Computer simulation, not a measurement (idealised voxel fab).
This is a process module. Its name is voxel ribs on slabs.
Displayed cross-section: cut, width of 260 nm, square cells sized 5 nm.
If you're reading a cross-section in this doc, picture square cells in a grid; it comes to you as bands, top ones listed first down to the bottom, and a band can be one or more rows of cells. In this notation a band is specified by the heights of its top and bottom, in that order and in nm, after which its materials appear from left to right, each paired with its width in nm. The word "full width" attached to a single material means that material fills the band from edge to edge; the word "blank" stands for empty space. A quick word on heights: they are counted from 0, and under that level the wafer as it came to us is one material throughout. The lowest band is different from the rest in having no bottom; it simply continues downward, written as in "0 nm and below". Width "30 to 40": first value at the band's top row of cells, second value at its bottom row, equal change from row to row. Given "no alteration" for a step, no cell of the cross-section differs between before and after that step. "Sealed-off cavities" - sealed voids, min. 8 cells, no opening to top; format: width x height at distance (distance from left edge; nm throughout). What comes after the settings on a step's line is commentary from the simulator itself on that step. overlay nm: on a step with a mask, how far right of its planned place the mask lay; negative means left.

### Steps in the process plan
1. RECEIVE | material Si
2. DIRECTIONAL_DEP | material SiO2 | thk nm 20
3. DIRECTIONAL_DEP | material polySi | thk nm 25
4. MASKED_ETCH | tone cover | mask id RIB | width nm 15 | etch materials polySi | depth nm 20 | overlay nm 0
5. PATTERN | tone cover | mask id SLAB | material resist | width nm 75 | thk nm 20 | overlay nm 0
6. DIRECTIONAL_ETCH | etch materials polySi | depth nm 5
7. STRIP | etch materials resist
8. FILL_DEP | material SiO2 | thk nm 25
9. CMP | height nm 65
10. DIRECTIONAL_DEP | material W | thk nm 5
11. MASKED_ETCH | tone cover | mask id HEATER | width nm 25 | etch materials W | depth nm 5 | overlay nm 0
12. CONFORMAL_DEP | material SiN | thk nm 5

### First of two wafers, processed according to plan

### Shown in cross-section is the wafer as received, that is, as it stands after step 1
0 nm and below: Si full width
Sealed-off cavities: none

### After step 2, in cross-section
20 nm to 0 nm: SiO2 full width
Nothing below the height 0 has changed.

### After step 3, in cross-section
45 nm to 20 nm: polySi full width
Nothing below the height 20 has changed.

### After step 4, in cross-section
45 nm to 25 nm: blank (120), polySi (15), blank (125)
Nothing below the height 25 has changed.

### After step 5, in cross-section
65 nm to 45 nm: blank (90), resist (75), blank (95)
45 nm to 25 nm: blank (90), resist (30), polySi (15), resist (30), blank (95)
Nothing below the height 25 has changed.

### After step 6, in cross-section
65 nm to 45 nm: blank (90), resist (75), blank (95)
45 nm to 25 nm: blank (90), resist (30), polySi (15), resist (30), blank (95)
25 nm to 20 nm: blank (90), polySi (75), blank (95)
Nothing below the height 20 has changed.

### After step 7, in cross-section
45 nm to 25 nm: blank (120), polySi (15), blank (125)
Nothing below the height 25 has changed.

### After step 8, in cross-section
70 nm to 45 nm: SiO2 full width
45 nm to 25 nm: SiO2 (120), polySi (15), SiO2 (125)
25 nm to 20 nm: SiO2 (90), polySi (75), SiO2 (95)
Nothing below the height 20 has changed.

### After step 9, in cross-section
65 nm to 45 nm: SiO2 full width
Nothing below the height 45 has changed.

### After step 10, in cross-section
70 nm to 65 nm: W full width
Nothing below the height 65 has changed.

### After step 11, in cross-section
70 nm to 65 nm: blank (115), W (25), blank (120)
Nothing below the height 65 has changed.

### After step 12, in cross-section
75 nm to 70 nm: blank (110), SiN (35), blank (115)
70 nm to 65 nm: SiN (115), W (25), SiN (120)
Nothing below the height 65 has changed.

### It is to be noted that the second wafer proceeded from the same initial state and according to the same plan as the first, although one mistake was committed in its execution; through step 2, inclusive, the two wafers share an identical history

### What the second wafer looks like in cross-section when step 3 should have wrapped up
55 nm to 20 nm: polySi full width
Nothing below the height 20 has changed.

### What the second wafer looks like in cross-section when step 4 should have wrapped up
55 nm to 35 nm: blank (120), polySi (15), blank (125)
Nothing below the height 35 has changed.

### What the second wafer looks like in cross-section when step 5 should have wrapped up
75 nm to 55 nm: blank (90), resist (75), blank (95)
55 nm to 35 nm: blank (90), resist (30), polySi (15), resist (30), blank (95)
Nothing below the height 35 has changed.

### What the second wafer looks like in cross-section when step 6 should have wrapped up
75 nm to 55 nm: blank (90), resist (75), blank (95)
55 nm to 35 nm: blank (90), resist (30), polySi (15), resist (30), blank (95)
35 nm to 30 nm: blank (90), polySi (75), blank (95)
Nothing below the height 30 has changed.

### What the second wafer looks like in cross-section when step 7 should have wrapped up
55 nm to 35 nm: blank (120), polySi (15), blank (125)
Nothing below the height 35 has changed.

### What the second wafer looks like in cross-section when step 8 should have wrapped up
80 nm to 55 nm: SiO2 full width
55 nm to 35 nm: SiO2 (120), polySi (15), SiO2 (125)
35 nm to 30 nm: SiO2 (90), polySi (75), SiO2 (95)
Nothing below the height 30 has changed.

### What the second wafer looks like in cross-section when step 9 should have wrapped up
65 nm to 55 nm: SiO2 full width
Nothing below the height 55 has changed.

### What the second wafer looks like in cross-section when step 10 should have wrapped up
70 nm to 65 nm: W full width
Nothing below the height 65 has changed.

### What the second wafer looks like in cross-section when step 11 should have wrapped up
70 nm to 65 nm: blank (115), W (25), blank (120)
Nothing below the height 65 has changed.

### What the second wafer looks like in cross-section when step 12 should have wrapped up
75 nm to 70 nm: blank (110), SiN (35), blank (115)
70 nm to 65 nm: SiN (115), W (25), SiN (120)
Nothing below the height 65 has changed.
Where did the run depart from the plan? off-plan run, step 3, actual operation and settings DIRECTIONAL_DEP | material polySi | thk nm 35
Materials where the second wafer ends with more or fewer cells than the first: -104 SiO2; +104 polySi
